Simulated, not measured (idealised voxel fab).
Herein follows the process module entitled voxel self aligned vias.
The width of the displayed cross-section, cut, is 220 nm; its cells are square, with a size of 5 nm.
A cross-section is written here as square cells arranged in a grid, and it is given in bands from the top down, each band taking up one or more rows of cells. Per band: top height and bottom height in nm, followed by the left-to-right materials and their widths in nm; "edge to edge" marks a single material spanning edge to edge, "empty" marks empty space. Basically, 0 is our baseline, since under it the wafer straight out of the box is all one material. The bottom band has no lower end and keeps on going down, so it looks like "0..down". Graded width ("30..40"): value in top row of band = first number; value in bottom row = second number; row-to-row change constant. Step note "everything unchanged" = no cross-section cell changed. This entry, "Fully sealed voids", enumerates those empty regions of no fewer than 8 cells that possess no open connection to the top. Each region is reported in the form width x height at distance, the distance being taken from the left edge, with all three quantities expressed in nm. If you see something after the settings on a step's line, that's the simulator's own remark about that step. A step line may carry the setting "overlay nm", which, for steps involving a mask, states the distance by which the mask lay to the right of its intended position; negative values denote displacement to the left.

[The process steps that were planned are listed below]
step 1: RECEIVE [material Si]
step 2: CONFORMAL_DEP [material SiO2] [thk nm 10]
step 3: CONFORMAL_DEP [material SiCN] [thk nm 5]
step 4: DIRECTIONAL_DEP [material lowk] [thk nm 25]
step 5: PATTERN [tone open] [mask id LINES] [material resist] [width nm 20] [pitch nm 55] [thk nm 15] [overlay nm 0]
step 6: DIRECTIONAL_ETCH [etch materials lowk] [depth nm 25]
step 7: STRIP [etch materials resist]
step 8: CONFORMAL_DEP [material TiN] [thk nm 5]
step 9: FILL_DEP [material Ru] [thk nm 5]
step 10: CMP [height nm 40]
step 11: SELECTIVE_ETCH [etch materials W Ru TiN] [depth nm 10]
step 12: FILL_DEP [material SiN] [thk nm 10]
step 13: CMP [height nm 40]
step 14: DIRECTIONAL_DEP [material lowk] [thk nm 20]
step 15: MASKED_ETCH [tone open] [mask id VIAS] [width nm 40] [etch materials lowk] [depth nm 20] [overlay nm 0]
step 16: MASKED_ETCH [tone open] [mask id VIAS] [width nm 40] [etch materials SiN] [depth nm 10] [overlay nm 0]
step 17: CONFORMAL_DEP [material TiN] [thk nm 5]
step 18: FILL_DEP [material W] [thk nm 10]
step 19: CMP [height nm 60]
step 20: CONFORMAL_DEP [material SiCN] [thk nm 5]

[First of the two wafers, run per plan]

[Cross-section, incoming material, after step 1]
> 0..down | Si edge to edge
> Fully sealed voids: none

[So this is the wafer cross-section right after step 2]
> 10..0 | SiO2 edge to edge
> No changes below 0.

[So this is the wafer cross-section right after step 3]
> 15..10 | SiCN edge to edge
> No changes below 10.

[So this is the wafer cross-section right after step 4]
> 40..15 | lowk edge to edge
> No changes below 15.

[So this is the wafer cross-section right after step 5]
> 55..40 | resist (70); empty (20); resist (35); empty (20); resist (75)
> No changes below 40.

[So this is the wafer cross-section right after step 6]
> 55..40 | resist (70); empty (20); resist (35); empty (20); resist (75)
> 40..15 | lowk (70); empty (20); lowk (35); empty (20); lowk (75)
> No changes below 15.

[So this is the wafer cross-section right after step 7]
> 40..15 | lowk (70); empty (20); lowk (35); empty (20); lowk (75)
> No changes below 15.

[So this is the wafer cross-section right after step 8]
> 45..40 | TiN (75); empty (10); TiN (45); empty (10); TiN (80)
> 40..20 | lowk (70); TiN (5); empty (10); TiN (5); lowk (35); TiN (5); empty (10); TiN (5); lowk (75)
> 20..15 | lowk (70); TiN (20); lowk (35); TiN (20); lowk (75)
> No changes below 15.

[So this is the wafer cross-section right after step 9]
> 50..45 | Ru edge to edge
> 45..40 | TiN (75); Ru (10); TiN (45); Ru (10); TiN (80)
> 40..20 | lowk (70); TiN (5); Ru (10); TiN (5); lowk (35); TiN (5); Ru (10); TiN (5); lowk (75)
> No changes below 20.

[So this is the wafer cross-section right after step 10]
> 40..20 | lowk (70); TiN (5); Ru (10); TiN (5); lowk (35); TiN (5); Ru (10); TiN (5); lowk (75)
> No changes below 20.

[So this is the wafer cross-section right after step 11]
> 40..30 | lowk (70); empty (20); lowk (35); empty (20); lowk (75)
> No changes below 30.

[So this is the wafer cross-section right after step 12]
> 50..40 | SiN edge to edge
> 40..30 | lowk (70); SiN (20); lowk (35); SiN (20); lowk (75)
> No changes below 30.

[So this is the wafer cross-section right after step 13]
> 40..30 | lowk (70); SiN (20); lowk (35); SiN (20); lowk (75)
> No changes below 30.

[So this is the wafer cross-section right after step 14]
> 60..40 | lowk edge to edge
> No changes below 40.

[So this is the wafer cross-section right after step 15]
> 60..40 | lowk (60); empty (40); lowk (120)
> No changes below 40.

[So this is the wafer cross-section right after step 16]
> 60..40 | lowk (60); empty (40); lowk (120)
> 40..30 | lowk (70); empty (20); lowk (35); SiN (20); lowk (75)
> No changes below 30.

[So this is the wafer cross-section right after step 17]
> 65..60 | TiN (65); empty (30); TiN (125)
> 60..45 | lowk (60); TiN (5); empty (30); TiN (5); lowk (120)
> 45..40 | lowk (60); TiN (15); empty (10); TiN (15); lowk (120)
> 40..35 | lowk (70); TiN (5); empty (10); TiN (5); lowk (35); SiN (20); lowk (75)
> 35..30 | lowk (70); TiN (20); lowk (35); SiN (20); lowk (75)
> No changes below 30.

[So this is the wafer cross-section right after step 18]
> 75..65 | W edge to edge
> 65..60 | TiN (65); W (30); TiN (125)
> 60..45 | lowk (60); TiN (5); W (30); TiN (5); lowk (120)
> 45..40 | lowk (60); TiN (15); W (10); TiN (15); lowk (120)
> 40..35 | lowk (70); TiN (5); W (10); TiN (5); lowk (35); SiN (20); lowk (75)
> No changes below 35.

[So this is the wafer cross-section right after step 19]
> 60..45 | lowk (60); TiN (5); W (30); TiN (5); lowk (120)
> No changes below 45.

[So this is the wafer cross-section right after step 20]
> 65..60 | SiCN edge to edge
> No changes below 60.

[For the second wafer, take the first wafer's start and plan, then add one mistake made in running it; everything through step 14, that step included, is shared with the first]

[The second wafer cut through, at the time step 15 was supposed to be finished]
> 60..40 | lowk (70); empty (40); lowk (110)
> No changes below 40.

[The second wafer cut through, at the time step 16 was supposed to be finished]
> 60..40 | lowk (70); empty (40); lowk (110)
> 40..30 | lowk (70); empty (20); lowk (35); SiN (20); lowk (75)
> No changes below 30.

[The second wafer cut through, at the time step 17 was supposed to be finished]
> 65..60 | TiN (75); empty (30); TiN (115)
> 60..45 | lowk (70); TiN (5); empty (30); TiN (5); lowk (110)
> 45..40 | lowk (70); TiN (5); empty (10); TiN (25); lowk (110)
> 40..35 | lowk (70); TiN (5); empty (10); TiN (5); lowk (35); SiN (20); lowk (75)
> 35..30 | lowk (70); TiN (20); lowk (35); SiN (20); lowk (75)
> No changes below 30.

[The second wafer cut through, at the time step 18 was supposed to be finished]
> 75..65 | W edge to edge
> 65..60 | TiN (75); W (30); TiN (115)
> 60..45 | lowk (70); TiN (5); W (30); TiN (5); lowk (110)
> 45..40 | lowk (70); TiN (5); W (10); TiN (25); lowk (110)
> 40..35 | lowk (70); TiN (5); W (10); TiN (5); lowk (35); SiN (20); lowk (75)
> No changes below 35.

[The second wafer cut through, at the time step 19 was supposed to be finished]
> 60..45 | lowk (70); TiN (5); W (30); TiN (5); lowk (110)
> No changes below 45.

[The second wafer cut through, at the time step 20 was supposed to be finished]
> 65..60 | SiCN edge to edge
> No changes below 60.
Error vs. plan: step 15 went in with a setting other than planned; the actual run was MASKED_ETCH [tone open] [mask id VIAS] [width nm 40] [etch materials lowk] [depth nm 20] [overlay nm 10]
In the final comparison it is observed that the number of cells assigned to each material is identical for the two wafers, whereas their placement is not.
